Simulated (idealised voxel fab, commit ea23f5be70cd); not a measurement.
Presented below is a process module, voxel capacitor over wiring.
For reference, the cross-section in this document is cut, with width 205 nm and square cells of 5 nm.
Think of the cross-section as a grid of square cells. We describe it in bands, top to bottom, and each band covers one or more rows of those cells. Band: top height; bottom height; in nm. Then, left to right: material with width in nm, for each material. "all across": a single material spanning edge to edge. "blank": empty space. Zero point of the height axis is 0; under it, received wafer = one material. Lowest band: continues down indefinitely, "0 down". Width "30 to 40": first value at the band's top row of cells, second value at its bottom row, equal change from row to row. "nothing different" -> step changed no cross-section cell. So "Sealed void listing" is basically the list of trapped voids: any empty space of 8 cells or more that can't reach the top through an opening. They're written width x height at distance, the distance being from the left edge, and it's all nm. Note: text after step settings on the step line = simulator remark on that step. overlay nm: for a step with a mask, the amount by which the mask lay right of where it was planned; a negative amount means left of it.
### These are the steps we planned for the process
1 RECEIVE (material Si)
2 CONFORMAL_DEP (material SiO2; thk nm 15)
3 DIRECTIONAL_DEP (material TiN; thk nm 5)
4 DIRECTIONAL_DEP (material Ru; thk nm 20)
5 PATTERN (tone cover; mask id METAL_1; material resist; width nm 25; pitch nm 90; thk nm 20; overlay nm 0)
6 DIRECTIONAL_ETCH (etch materials Ru; depth nm 20)
7 DIRECTIONAL_ETCH (etch materials TiN; depth nm 5)
8 STRIP (etch materials resist)
9 CONFORMAL_DEP (material SiCN; thk nm 5)
10 FILL_DEP (material lowk; thk nm 5)
11 CMP (height nm 40)
12 CONFORMAL_DEP (material SiCN; thk nm 5)
13 DIRECTIONAL_DEP (material SiO2; thk nm 10)
14 PATTERN (tone open; mask id PLUG_1; material resist; width nm 15; thk nm 20; overlay nm 0)
15 DIRECTIONAL_ETCH (etch materials SiO2; depth nm 10)
16 DIRECTIONAL_ETCH (etch materials SiCN; depth nm 5)
17 STRIP (etch materials resist)
18 EPI (material Ru; thk nm 10)
19 EPI (material Ru; thk nm 5)
20 DIRECTIONAL_DEP (material TiN; thk nm 10)
21 DIRECTIONAL_DEP (material Al2O3; thk nm 5)
22 DIRECTIONAL_DEP (material TiN; thk nm 10)
23 PATTERN (tone cover; mask id UPPER_PLATE; material resist; width nm 70; thk nm 15; overlay nm 0)
24 DIRECTIONAL_ETCH (etch materials TiN; depth nm 10)
25 DIRECTIONAL_ETCH (etch materials Al2O3; depth nm 5)
26 STRIP (etch materials resist)
27 PATTERN (tone cover; mask id LOWER_PLATE; material resist; width nm 80; thk nm 20; overlay nm 0)
28 DIRECTIONAL_ETCH (etch materials TiN; depth nm 10)
29 STRIP (etch materials resist)
30 FILL_DEP (material SiO2; thk nm 20)
31 CMP (height nm 95)
32 DIRECTIONAL_DEP (material aC; thk nm 15)
33 PATTERN (tone open; mask id PLUG_2; material resist; width nm 15; thk nm 30; overlay nm 0)
34 DIRECTIONAL_ETCH (etch materials aC; depth nm 15)
35 STRIP (etch materials resist)
36 DIRECTIONAL_ETCH (etch materials SiO2; depth nm 15)
37 STRIP (etch materials aC)
38 CONFORMAL_DEP (material TiN; thk nm 5)
39 FILL_DEP (material W; thk nm 10)
40 CMP (height nm 95)
41 CONFORMAL_DEP (material SiCN; thk nm 5)
### Incoming wafer in cross-section (state: after step 1)
  0 down  Si all across
  Sealed void listing: none
### first wafer at the end, as planned
  100 to 95  SiCN all across
  95 to 85  SiO2 65 nm, TiN 5 nm, W 5 nm, TiN 5 nm, SiO2 125 nm
  85 to 80  SiO2 65 nm, TiN 15 nm, SiO2 125 nm
  80 to 70  SiO2 55 nm, TiN 70 nm, SiO2 80 nm
  70 to 65  SiO2 55 nm, Al2O3 70 nm, SiO2 80 nm
  65 to 55  SiO2 50 nm, TiN 80 nm, SiO2 75 nm
  55 to 45  SiO2 55 nm, Ru 15 nm, SiO2 135 nm
  45 to 40  SiCN 55 nm, Ru 15 nm, SiCN 135 nm
  40 to 20  lowk 40 nm, SiCN 5 nm, Ru 25 nm, SiCN 5 nm, lowk 55 nm, SiCN 5 nm, Ru 25 nm, SiCN 5 nm, lowk 40 nm
  20 to 15  SiCN 45 nm, TiN 25 nm, SiCN 65 nm, TiN 25 nm, SiCN 45 nm
  15 to 0  SiO2 all across
  0 down  Si all across
  Sealed void listing: none
### Second wafer of the two, sectioned at the end of the module. It began like the first and followed the same plan, but one mistake was made while running it
  100 to 95  SiCN all across
  95 to 85  SiO2 65 nm, TiN 5 nm, W 5 nm, TiN 5 nm, SiO2 125 nm
  85 to 80  SiO2 65 nm, TiN 15 nm, SiO2 125 nm
  80 to 70  SiO2 55 nm, TiN 70 nm, SiO2 80 nm
  70 to 65  SiO2 55 nm, Al2O3 70 nm, SiO2 80 nm
  65 to 55  SiO2 50 nm, TiN 80 nm, SiO2 75 nm
  55 to 45  SiO2 55 nm, Ru 15 nm, SiO2 135 nm
  45 to 40  SiCN 55 nm, Ru 15 nm, SiCN 135 nm
  40 to 35  lowk 40 nm, SiCN 5 nm, Ru 25 nm, SiCN 5 nm, lowk 55 nm, SiCN 5 nm, Ru 25 nm, SiCN 5 nm, lowk 40 nm
  35 to 30  SiCN 45 nm, TiN 25 nm, SiCN 65 nm, TiN 25 nm, SiCN 45 nm
  30 to 0  SiO2 all across
  0 down  Si all across
  Sealed void listing: none
Here's what went sideways: heads up, step 2 of the plan got done twice
Cell-count delta at end, second wafer over first, by material: Ru: 30 fewer; SiCN: 12 fewer; SiO2: 123 more; lowk: 81 fewer
